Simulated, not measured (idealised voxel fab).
This is a process module. Its name is voxel released beams.
Displayed cross-section: cut, width of 180 nm, square cells sized 5 nm.
Cross-section format: a grid of square cells, given as bands from top to bottom; each band is one or more rows of cells. Heads up on the band format: heights come first, top then bottom, in nm. After that it's the materials left to right, each with its width in nm. A single material flagged "all across" fills the whole band edge to edge, and "blank" means there's empty space there. Convention: height 0 is the level below which the wafer, as received, is all one material. The lowest band does not terminate at the bottom but continues downward, represented as "0 down". The width entry "30..40" should be interpreted row by row: the top row of cells in the band takes the first number, the bottom row takes the second number, and the change between adjacent rows is uniform throughout. For the purposes of this document, the phrase "changes: none" attached to a step denotes that no cell within the cross-section was modified by that step. The list in "Enclosed void inventory" covers empty spaces of 8 cells or more that cannot reach the top through any open way, and it gives each as width x height at distance; the distance is from the left edge, and width, height and distance are in nm. The remark found on a step's line after its settings is issued by the simulator itself and pertains to that step. "overlay nm" answers the question of how far to the right of plan the mask lay on a step that has a mask, and when it is negative the answer is to the left.

Steps planned for the process:
1) RECEIVE, material Si
2) CONFORMAL_DEP, material SiN, thk nm 10
3) DIRECTIONAL_DEP, material SiO2, thk nm 15
4) PATTERN, tone open, mask id ANCHOR, material resist, width nm 35, thk nm 20, overlay nm 0
5) DIRECTIONAL_ETCH, etch materials SiO2, depth nm 15
6) STRIP, etch materials resist
7) CONFORMAL_DEP, material polySi, thk nm 10
8) PATTERN, tone cover, mask id BEAM, material resist, width nm 110, thk nm 15, overlay nm 0
9) DIRECTIONAL_ETCH, etch materials polySi, depth nm 10
10) STRIP, etch materials resist
11) STRIP, etch materials SiO2

Incoming wafer in cross-section (state: after step 1):
  0 down: Si all across
  Enclosed void inventory: none

Cross-section, end of module. Start: as above. Plan: as above. Execution: one mistake:
  35 to 25: blank 30 nm / polySi 50 nm / blank 100 nm
  25 to 20: blank 25 nm / polySi 10 nm / SiO2 35 nm / polySi 10 nm / blank 100 nm
  20 to 10: blank 25 nm / polySi 10 nm / SiO2 35 nm / polySi 70 nm / blank 40 nm
  10 to 0: SiN all across
  0 down: Si all across
  Enclosed void inventory: none
Heads up, the wafer didn't run the way we planned it: step 4 ran as: PATTERN, tone cover, mask id ANCHOR, material resist, width nm 35, thk nm 20, overlay nm 0
